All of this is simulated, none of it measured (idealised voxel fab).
Process module name: voxel capacitor over wiring
For reference, the cross-section in this document is cut, with width 155 nm and square cells of 5 nm.
In this document a cross-section is written as a grid of square cells. It is given as a series of bands, listed from the top down, and a band is one or more rows of cells. Within each band entry, the heights of the top and of the bottom of the band appear first, in that order and in nm; the materials of the band then follow from left to right, each with its corresponding width in nm. The designation "everywhere" on a single material indicates that it fills the band from edge to edge; the designation "blank" indicates empty space. Where do heights start? At 0: under that level the wafer as delivered is made of one material only. And the lowest band has no floor; it just carries on downward, as in "0 -> down". Per-row width for "30..40": begins at first number (top row of band), ends at second number (bottom row), increment between rows held constant. Take "no modifications" at face value: in the step it is given for, the cross-section changed in none of its cells. "Closed void catalog": empty spaces of 8 cells or more with no open way to the top, each given as width x height at distance, distance from the left edge, all in nm. Text after the settings on a step's line: the simulator's own remark on that step. overlay nm: step with mask; distance mask lay right of planned place; negative value = left of planned place.

So here's the lineup of process steps we planned:
1) RECEIVE (material Si)
2) CONFORMAL_DEP (material SiO2; thk nm 15)
3) CONFORMAL_DEP (material SiCN; thk nm 5)
4) DIRECTIONAL_DEP (material SiO2; thk nm 15)
5) PATTERN (tone open; mask id METAL_1; material resist; width nm 25; pitch nm 90; thk nm 20; overlay nm 0)
6) DIRECTIONAL_ETCH (etch materials SiO2; depth nm 15)
7) DIRECTIONAL_ETCH (etch materials SiCN; depth nm 5)
8) STRIP (etch materials resist)
9) CONFORMAL_DEP (material TiN; thk nm 5)
10) FILL_DEP (material Ru; thk nm 10)
11) CMP (height nm 35)
12) CONFORMAL_DEP (material SiCN; thk nm 5)
13) DIRECTIONAL_DEP (material SiO2; thk nm 15)
14) DIRECTIONAL_DEP (material aC; thk nm 10)
15) PATTERN (tone open; mask id PLUG_1; material resist; width nm 15; thk nm 25; overlay nm 0)
16) DIRECTIONAL_ETCH (etch materials aC; depth nm 10)
17) STRIP (etch materials resist)
18) DIRECTIONAL_ETCH (etch materials SiO2; depth nm 15)
19) DIRECTIONAL_ETCH (etch materials SiCN; depth nm 5)
20) STRIP (etch materials aC)
21) EPI (material Ru; thk nm 10)
22) EPI (material Ru; thk nm 10)
23) DIRECTIONAL_DEP (material TiN; thk nm 10)
24) DIRECTIONAL_DEP (material HfO2; thk nm 5)
25) DIRECTIONAL_DEP (material TiN; thk nm 5)
26) PATTERN (tone cover; mask id UPPER_PLATE; material resist; width nm 70; thk nm 15; overlay nm 0)
27) DIRECTIONAL_ETCH (etch materials TiN; depth nm 5)
28) DIRECTIONAL_ETCH (etch materials HfO2; depth nm 5)
29) STRIP (etch materials resist)
30) PATTERN (tone cover; mask id LOWER_PLATE; material resist; width nm 80; thk nm 20; overlay nm 0)
31) DIRECTIONAL_ETCH (etch materials TiN; depth nm 10)
32) STRIP (etch materials resist)
33) FILL_DEP (material SiO2; thk nm 20)
34) CMP (height nm 90)
35) PATTERN (tone open; mask id PLUG_2; material resist; width nm 15; thk nm 20; overlay nm 0)
36) DIRECTIONAL_ETCH (etch materials SiO2; depth nm 15)
37) STRIP (etch materials resist)
38) CONFORMAL_DEP (material TiN; thk nm 5)
39) FILL_DEP (material Ru; thk nm 10)
40) CMP (height nm 90)
41) CONFORMAL_DEP (material SiCN; thk nm 5)

First of two wafers, processed according to plan:

The cross-section here shows the wafer as received, i.e. in its state after step 1:
0 -> down = Si everywhere
Closed void catalog: none

State of the wafer after step 2, shown in cross-section:
15 -> 0 = SiO2 everywhere
Nothing below the height 0 has changed.

State of the wafer after step 3, shown in cross-section:
20 -> 15 = SiCN everywhere
Nothing below the height 15 has changed.

State of the wafer after step 4, shown in cross-section:
35 -> 20 = SiO2 everywhere
Nothing below the height 20 has changed.

State of the wafer after step 5, shown in cross-section:
55 -> 35 = resist 20  blank 25  resist 65  blank 25  resist 20
Nothing below the height 35 has changed.

State of the wafer after step 6, shown in cross-section:
55 -> 35 = resist 20  blank 25  resist 65  blank 25  resist 20
35 -> 20 = SiO2 20  blank 25  SiO2 65  blank 25  SiO2 20
Nothing below the height 20 has changed.

State of the wafer after step 7, shown in cross-section:
55 -> 35 = resist 20  blank 25  resist 65  blank 25  resist 20
35 -> 20 = SiO2 20  blank 25  SiO2 65  blank 25  SiO2 20
20 -> 15 = SiCN 20  blank 25  SiCN 65  blank 25  SiCN 20
Nothing below the height 15 has changed.

State of the wafer after step 8, shown in cross-section:
35 -> 20 = SiO2 20  blank 25  SiO2 65  blank 25  SiO2 20
Nothing below the height 20 has changed.

State of the wafer after step 9, shown in cross-section:
40 -> 35 = TiN 25  blank 15  TiN 75  blank 15  TiN 25
35 -> 20 = SiO2 20  TiN 5  blank 15  TiN 5  SiO2 65  TiN 5  blank 15  TiN 5  SiO2 20
20 -> 15 = SiCN 20  TiN 25  SiCN 65  TiN 25  SiCN 20
Nothing below the height 15 has changed.

State of the wafer after step 10, shown in cross-section:
50 -> 40 = Ru everywhere
40 -> 35 = TiN 25  Ru 15  TiN 75  Ru 15  TiN 25
35 -> 20 = SiO2 20  TiN 5  Ru 15  TiN 5  SiO2 65  TiN 5  Ru 15  TiN 5  SiO2 20
Nothing below the height 20 has changed.

State of the wafer after step 11, shown in cross-section:
35 -> 20 = SiO2 20  TiN 5  Ru 15  TiN 5  SiO2 65  TiN 5  Ru 15  TiN 5  SiO2 20
Nothing below the height 20 has changed.

State of the wafer after step 12, shown in cross-section:
40 -> 35 = SiCN everywhere
Nothing below the height 35 has changed.

State of the wafer after step 13, shown in cross-section:
55 -> 40 = SiO2 everywhere
Nothing below the height 40 has changed.

State of the wafer after step 14, shown in cross-section:
65 -> 55 = aC everywhere
Nothing below the height 55 has changed.

State of the wafer after step 15, shown in cross-section:
90 -> 65 = resist 30  blank 15  resist 110
Nothing below the height 65 has changed.

State of the wafer after step 16, shown in cross-section:
80 -> 65 = resist 30  blank 15  resist 110
65 -> 55 = aC 30  blank 15  aC 110
Nothing below the height 55 has changed.

State of the wafer after step 17, shown in cross-section:
65 -> 55 = aC 30  blank 15  aC 110
Nothing below the height 55 has changed.

State of the wafer after step 18, shown in cross-section:
65 -> 55 = aC 30  blank 15  aC 110
55 -> 40 = SiO2 30  blank 15  SiO2 110
Nothing below the height 40 has changed.

State of the wafer after step 19, shown in cross-section:
65 -> 55 = aC 30  blank 15  aC 110
55 -> 40 = SiO2 30  blank 15  SiO2 110
40 -> 35 = SiCN 30  blank 15  SiCN 110
Nothing below the height 35 has changed.

State of the wafer after step 20, shown in cross-section:
55 -> 40 = SiO2 30  blank 15  SiO2 110
Nothing below the height 40 has changed.

State of the wafer after step 21, shown in cross-section:
55 -> 45 = SiO2 30  blank 15  SiO2 110
45 -> 40 = SiO2 30  Ru 15  SiO2 110
40 -> 35 = SiCN 30  Ru 15  SiCN 110
Nothing below the height 35 has changed.

State of the wafer after step 22, shown in cross-section:
55 -> 40 = SiO2 30  Ru 15  SiO2 110
Nothing below the height 40 has changed.

State of the wafer after step 23, shown in cross-section:
65 -> 55 = TiN everywhere
Nothing below the height 55 has changed.

State of the wafer after step 24, shown in cross-section:
70 -> 65 = HfO2 everywhere
Nothing below the height 65 has changed.

State of the wafer after step 25, shown in cross-section:
75 -> 70 = TiN everywhere
Nothing below the height 70 has changed.

State of the wafer after step 26, shown in cross-section:
90 -> 75 = blank 30  resist 70  blank 55
Nothing below the height 75 has changed.

State of the wafer after step 27, shown in cross-section:
90 -> 75 = blank 30  resist 70  blank 55
75 -> 70 = blank 30  TiN 70  blank 55
Nothing below the height 70 has changed.

State of the wafer after step 28, shown in cross-section:
90 -> 75 = blank 30  resist 70  blank 55
75 -> 70 = blank 30  TiN 70  blank 55
70 -> 65 = blank 30  HfO2 70  blank 55
Nothing below the height 65 has changed.

State of the wafer after step 29, shown in cross-section:
75 -> 70 = blank 30  TiN 70  blank 55
Nothing below the height 70 has changed.

State of the wafer after step 30, shown in cross-section:
95 -> 75 = blank 25  resist 80  blank 50
75 -> 70 = blank 25  resist 5  TiN 70  resist 5  blank 50
70 -> 65 = blank 25  resist 5  HfO2 70  resist 5  blank 50
Nothing below the height 65 has changed.

State of the wafer after step 31, shown in cross-section:
95 -> 75 = blank 25  resist 80  blank 50
75 -> 70 = blank 25  resist 5  TiN 70  resist 5  blank 50
70 -> 65 = blank 25  resist 5  HfO2 70  resist 5  blank 50
65 -> 55 = blank 25  TiN 80  blank 50
Nothing below the height 55 has changed.

State of the wafer after step 32, shown in cross-section:
75 -> 70 = blank 30  TiN 70  blank 55
70 -> 65 = blank 30  HfO2 70  blank 55
Nothing below the height 65 has changed.

State of the wafer after step 33, shown in cross-section:
95 -> 75 = SiO2 everywhere
75 -> 70 = SiO2 30  TiN 70  SiO2 55
70 -> 65 = SiO2 30  HfO2 70  SiO2 55
65 -> 55 = SiO2 25  TiN 80  SiO2 50
Nothing below the height 55 has changed.

State of the wafer after step 34, shown in cross-section:
90 -> 75 = SiO2 everywhere
Nothing below the height 75 has changed.

State of the wafer after step 35, shown in cross-section:
110 -> 90 = resist 40  blank 15  resist 100
Nothing below the height 90 has changed.

State of the wafer after step 36, shown in cross-section:
110 -> 90 = resist 40  blank 15  resist 100
90 -> 75 = SiO2 40  blank 15  SiO2 100
Nothing below the height 75 has changed.

State of the wafer after step 37, shown in cross-section:
90 -> 75 = SiO2 40  blank 15  SiO2 100
Nothing below the height 75 has changed.

State of the wafer after step 38, shown in cross-section:
95 -> 90 = TiN 45  blank 5  TiN 105
90 -> 80 = SiO2 40  TiN 5  blank 5  TiN 5  SiO2 100
80 -> 70 = SiO2 40..30  TiN 15..70  SiO2 100..55
Nothing below the height 70 has changed.

State of the wafer after step 39, shown in cross-section:
105 -> 95 = Ru everywhere
95 -> 90 = TiN 45  Ru 5  TiN 105
90 -> 80 = SiO2 40  TiN 5  Ru 5  TiN 5  SiO2 100
Nothing below the height 80 has changed.

State of the wafer after step 40, shown in cross-section:
90 -> 80 = SiO2 40  TiN 5  Ru 5  TiN 5  SiO2 100
Nothing below the height 80 has changed.

State of the wafer after step 41, shown in cross-section:
95 -> 90 = SiCN everywhere
Nothing below the height 90 has changed.

Second wafer: same start and same plan as the first, one execution error; identical to the first through step 25:

Cross-section of the second wafer when, according to plan, step 26 should have finished:
90 -> 75 = blank 35  resist 65  blank 55
Nothing below the height 75 has changed.

Cross-section of the second wafer when, according to plan, step 27 should have finished:
90 -> 75 = blank 35  resist 65  blank 55
75 -> 70 = blank 35  TiN 65  blank 55
Nothing below the height 70 has changed.

Cross-section of the second wafer when, according to plan, step 28 should have finished:
90 -> 75 = blank 35  resist 65  blank 55
75 -> 70 = blank 35  TiN 65  blank 55
70 -> 65 = blank 35  HfO2 65  blank 55
Nothing below the height 65 has changed.

Cross-section of the second wafer when, according to plan, step 29 should have finished:
75 -> 70 = blank 35  TiN 65  blank 55
Nothing below the height 70 has changed.

Cross-section of the second wafer when, according to plan, step 30 should have finished:
95 -> 75 = blank 25  resist 80  blank 50
75 -> 70 = blank 25  resist 10  TiN 65  resist 5  blank 50
70 -> 65 = blank 25  resist 10  HfO2 65  resist 5  blank 50
Nothing below the height 65 has changed.

Cross-section of the second wafer when, according to plan, step 31 should have finished:
95 -> 75 = blank 25  resist 80  blank 50
75 -> 70 = blank 25  resist 10  TiN 65  resist 5  blank 50
70 -> 65 = blank 25  resist 10  HfO2 65  resist 5  blank 50
65 -> 55 = blank 25  TiN 80  blank 50
Nothing below the height 55 has changed.

Cross-section of the second wafer when, according to plan, step 32 should have finished:
75 -> 70 = blank 35  TiN 65  blank 55
70 -> 65 = blank 35  HfO2 65  blank 55
Nothing below the height 65 has changed.

Cross-section of the second wafer when, according to plan, step 33 should have finished:
95 -> 75 = SiO2 everywhere
75 -> 70 = SiO2 35  TiN 65  SiO2 55
70 -> 65 = SiO2 35  HfO2 65  SiO2 55
65 -> 55 = SiO2 25  TiN 80  SiO2 50
Nothing below the height 55 has changed.

Cross-section of the second wafer when, according to plan, step 34 should have finished:
90 -> 75 = SiO2 everywhere
Nothing below the height 75 has changed.

Cross-section of the second wafer when, according to plan, step 35 should have finished:
110 -> 90 = resist 40  blank 15  resist 100
Nothing below the height 90 has changed.

Cross-section of the second wafer when, according to plan, step 36 should have finished:
110 -> 90 = resist 40  blank 15  resist 100
90 -> 75 = SiO2 40  blank 15  SiO2 100
Nothing below the height 75 has changed.

Cross-section of the second wafer when, according to plan, step 37 should have finished:
90 -> 75 = SiO2 40  blank 15  SiO2 100
Nothing below the height 75 has changed.

Cross-section of the second wafer when, according to plan, step 38 should have finished:
95 -> 90 = TiN 45  blank 5  TiN 105
90 -> 80 = SiO2 40  TiN 5  blank 5  TiN 5  SiO2 100
80 -> 70 = SiO2 40..35  TiN 15..65  SiO2 100..55
Nothing below the height 70 has changed.

Cross-section of the second wafer when, according to plan, step 39 should have finished:
105 -> 95 = Ru everywhere
95 -> 90 = TiN 45  Ru 5  TiN 105
90 -> 80 = SiO2 40  TiN 5  Ru 5  TiN 5  SiO2 100
Nothing below the height 80 has changed.

Cross-section of the second wafer when, according to plan, step 40 should have finished:
90 -> 80 = SiO2 40  TiN 5  Ru 5  TiN 5  SiO2 100
Nothing below the height 80 has changed.

Cross-section of the second wafer when, according to plan, step 41 should have finished:
95 -> 90 = SiCN everywhere
Nothing below the height 90 has changed.
Deviation noted in wafer processing: step 26: run off-plan, actual operation and settings PATTERN (tone cover; mask id UPPER_PLATE; material resist; width nm 65; thk nm 15; overlay nm 0)
At the finish, the second wafer shows more or fewer cells for some materials than the first does: 1 fewer of HfO2, 2 more of SiO2, 1 fewer of TiN
